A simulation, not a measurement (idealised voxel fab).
Process module in this document: voxel wiring stack
In the cross-section labelled cut, the width is 175 nm and each square cell is 5 nm.
Format of a cross-section: grid, square cells. Given as bands. Order: top down. Band: one or more rows of cells.
Top height, bottom height, nm. Materials left to right, width each, nm. Single material + "everywhere" = fills band edge to edge. "blank" = empty.
Beneath 0, the wafer as received is one material, and that level is where height counting begins. The lowest band goes on downward without a bottom; it is written like "from 0 down".
Width: "30..40" (first number = top row, second number = bottom row, same change from row to row of cells).
"remained the same" for a step: no cell of the cross-section changed in that step.
Reported under the label "Closed internal voids" are the empty spaces having no open way to the top and comprising 8 cells or more; the notation for each is width x height at distance, in which the distance is measured from the left edge and all three values are in nm.
Read whatever lies past the settings on a step's line as the simulator's own remark about the step.
The "overlay nm" setting may appear on a step's line; for a step that uses a mask, it gives how far to the right of its planned position the mask lay, and a negative value indicates the left.

The following list gives the planned process steps
| 1 | RECEIVE (material Si) |
| 2 | CONFORMAL_DEP (material SiO2; thk nm 10) |
| 3 | DIRECTIONAL_DEP (material TiN; thk nm 5) |
| 4 | DIRECTIONAL_DEP (material W; thk nm 15) |
| 5 | PATTERN (tone cover; mask id METAL_1; material resist; width nm 20; pitch nm 55; thk nm 15; overlay nm 0) |
| 6 | DIRECTIONAL_ETCH (etch materials W; depth nm 15) |
| 7 | DIRECTIONAL_ETCH (etch materials TiN; depth nm 5) |
| 8 | STRIP (etch materials resist) |
| 9 | FILL_DEP (material lowk; thk nm 5) |
| 10 | CMP (height nm 30) |
| 11 | CONFORMAL_DEP (material SiCN; thk nm 5) |
| 12 | DIRECTIONAL_DEP (material SiO2; thk nm 35) |
| 13 | PATTERN (tone open; mask id METAL_2; material resist; width nm 30; pitch nm 55; thk nm 20; overlay nm 0) |
| 14 | DIRECTIONAL_ETCH (etch materials SiO2; depth nm 20) |
| 15 | STRIP (etch materials resist) |
| 16 | PATTERN (tone open; mask id METAL_2_HOLES; material resist; width nm 15; pitch nm 55; thk nm 20; overlay nm 0) |
| 17 | DIRECTIONAL_ETCH (etch materials SiO2; depth nm 15) |
| 18 | DIRECTIONAL_ETCH (etch materials SiCN; depth nm 5) |
| 19 | STRIP (etch materials resist) |
| 20 | CONFORMAL_DEP (material TiN; thk nm 5) |
| 21 | FILL_DEP (material Cu; thk nm 5) |
| 22 | CMP (height nm 70) |
| 23 | CONFORMAL_DEP (material SiCN; thk nm 5) |
Across this set of wafers, the varied parameter is the width nm of step 5. Starting conditions are identical for every wafer, and the plan reports the value assigned to the first wafer.

As-received cross-section, first of several wafers, post step 1
* from 0 down | Si everywhere
* Closed internal voids: none

So in this table every wafer gets its own row, and what you see is where it stands at the end of the module: for each material, how many cells it picked up (+) or gave up (-) since we received it, and after that its closed voids
width nm 20; +48 Cu; +61 SiCN; +216 SiO2; +72 TiN; +36 W; +92 lowk; Closed internal voids: none
width nm 25; +48 Cu; +61 SiCN; +216 SiO2; +75 TiN; +45 W; +80 lowk; Closed internal voids: none
width nm 30; +48 Cu; +61 SiCN; +216 SiO2; +78 TiN; +54 W; +68 lowk; Closed internal voids: none
width nm 35; +48 Cu; +61 SiCN; +216 SiO2; +81 TiN; +63 W; +56 lowk; Closed internal voids: none
